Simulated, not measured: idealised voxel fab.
This is a process module. Its name is voxel transistor to metal.
cross-section cut | 160 nm wide | cells 5 nm
Cross-sections here: square-cell grids, written as top-down lists of bands, a band being one or more rows of cells.
First you get the band's top height and its bottom height, in nm, and then the materials it's made of, left to right, with each width in nm. If you see a single material with "edge to edge", that one covers the band edge to edge. "air" is empty space.
Heads up on the height convention: 0 is the point under which the incoming wafer is all one material, and the lowest band has no bottom, it just keeps going down, like "0 down".
Note: "30 to 40" means the width goes from the first number (top row of the band) to the second number (bottom row) in equal steps per row of cells.
Step note "nothing changed" = no cross-section cell changed.
Closed-off voids of 8+ cells (no open route to the top) go in "Closed void roster", written width x height at distance from the left edge, in nm.
Heads up: the bit after the settings on a step's line is the simulator's remark on that step.
overlay nm: where the mask lay relative to plan, measured to the right, on steps with a mask; negatives go left.

-- Process steps foreseen in the plan
- 1: RECEIVE | material Si
- 2: OXIDIZE | depth nm 5
- 3: CONFORMAL_DEP | material SiN | thk nm 10
- 4: DIRECTIONAL_DEP | material aC | thk nm 10
- 5: PATTERN | tone cover | mask id ACTIVE | material resist | width nm 120 | thk nm 25 | overlay nm 0
- 6: DIRECTIONAL_ETCH | etch materials aC | depth nm 10
- 7: STRIP | etch materials resist
- 8: DIRECTIONAL_ETCH | etch materials SiN | depth nm 10
- 9: DIRECTIONAL_ETCH | etch materials SiO2 | depth nm 5
- 10: DIRECTIONAL_ETCH | etch materials Si | depth nm 20
- 11: STRIP | etch materials aC
- 12: OXIDIZE | depth nm 5
- 13: FILL_DEP | material SiO2 | thk nm 5
- 14: CMP | height nm 10
- 15: SELECTIVE_ETCH | etch materials SiO2 | depth nm 5
- 16: STRIP | etch materials SiN
- 17: SELECTIVE_ETCH | etch materials SiO2 | depth nm 5
- 18: OXIDIZE | depth nm 5
- 19: DIRECTIONAL_DEP | material polySi | thk nm 30
- 20: DIRECTIONAL_DEP | material SiCN | thk nm 10
- 21: PATTERN | tone cover | mask id GATE | material resist | width nm 20 | thk nm 15 | overlay nm 0
- 22: DIRECTIONAL_ETCH | etch materials SiCN | depth nm 20
- 23: DIRECTIONAL_ETCH | etch materials polySi | depth nm 40
- 24: STRIP | etch materials resist
- 25: CONFORMAL_DEP | material SiN | thk nm 10
- 26: DIRECTIONAL_ETCH | etch materials SiN | depth nm 10
- 27: DIRECTIONAL_ETCH | etch materials SiO2 | depth nm 5
- 28: EPI | material nSi | thk nm 5
- 29: FILL_DEP | material SiO2 | thk nm 5
- 30: CMP | height nm 35
- 31: DIRECTIONAL_DEP | material SiO2 | thk nm 15
- 32: MASKED_ETCH | tone open | mask id CONTACT | width nm 35 | pitch nm 65 | etch materials SiO2 | depth nm 55 | overlay nm 0
- 33: CONFORMAL_DEP | material TiN | thk nm 5
- 34: FILL_DEP | material Ru | thk nm 10
- 35: CMP | height nm 50
- 36: CONFORMAL_DEP | material SiN | thk nm 5
- 37: DIRECTIONAL_DEP | material SiO2 | thk nm 25
- 38: DIRECTIONAL_DEP | material aC | thk nm 15
- 39: PATTERN | tone open | mask id METAL_1 | material resist | width nm 20 | pitch nm 80 | thk nm 30 | overlay nm 0
- 40: DIRECTIONAL_ETCH | etch materials aC | depth nm 15
- 41: STRIP | etch materials resist
- 42: DIRECTIONAL_ETCH | etch materials SiO2 | depth nm 25
- 43: DIRECTIONAL_ETCH | etch materials SiN | depth nm 5
- 44: STRIP | etch materials aC
- 45: CONFORMAL_DEP | material TiN | thk nm 5
- 46: FILL_DEP | material W | thk nm 5
- 47: CMP | height nm 80
- 48: CONFORMAL_DEP | material SiN | thk nm 5

-- Here's what the wafer looked like in cross-section when it arrived - that's after step 1
0 down: Si edge to edge
Closed void roster: none

-- Cross-section, end of module. Start: as above. Plan: as above. Execution: one mistake
85 to 80: SiN edge to edge
80 to 55: SiO2: 30, then TiN: 5, then W: 10, then TiN: 5, then SiO2: 60, then TiN: 5, then W: 10, then TiN: 5, then SiO2: 30
55 to 50: SiN: 30, then TiN: 20, then SiN: 60, then TiN: 20, then SiN: 30
50 to 40: SiO2: 30, then TiN: 5, then Ru: 25, then TiN: 5, then SiO2: 30, then TiN: 5, then Ru: 25, then TiN: 5, then SiO2: 30
40 to 35: SiO2: 30, then TiN: 5, then Ru: 20, then TiN: 10, then SiO2: 30, then TiN: 10, then Ru: 20, then TiN: 5, then SiO2: 30
35 to 25: SiO2: 30, then TiN: 5, then Ru: 20, then TiN: 5, then SiN: 10, then SiCN: 20, then SiN: 10, then TiN: 5, then Ru: 20, then TiN: 5, then SiO2: 30
25 to 0: SiO2: 30, then TiN: 5, then Ru: 20, then TiN: 5, then SiN: 10, then polySi: 20, then SiN: 10, then TiN: 5, then Ru: 20, then TiN: 5, then SiO2: 30
0 to -5: SiO2: 20, then SiN: 10, then TiN: 30, then SiN: 10, then polySi: 20, then SiN: 10, then TiN: 30, then SiO2: 10, then SiN: 10, then SiO2: 10
-5 to -10: SiO2: 30, then nSi: 30, then SiO2: 40, then nSi: 40, then SiO2: 20
-10 to -30: SiO2: 30, then Si: 110, then SiO2: 20
-30 down: Si edge to edge
Closed void roster: none
In executing the process, a mistake was made relative to the plan: step 5 went in with a setting other than planned; the actual run was PATTERN | tone cover | mask id ACTIVE | material resist | width nm 120 | thk nm 25 | overlay nm 5
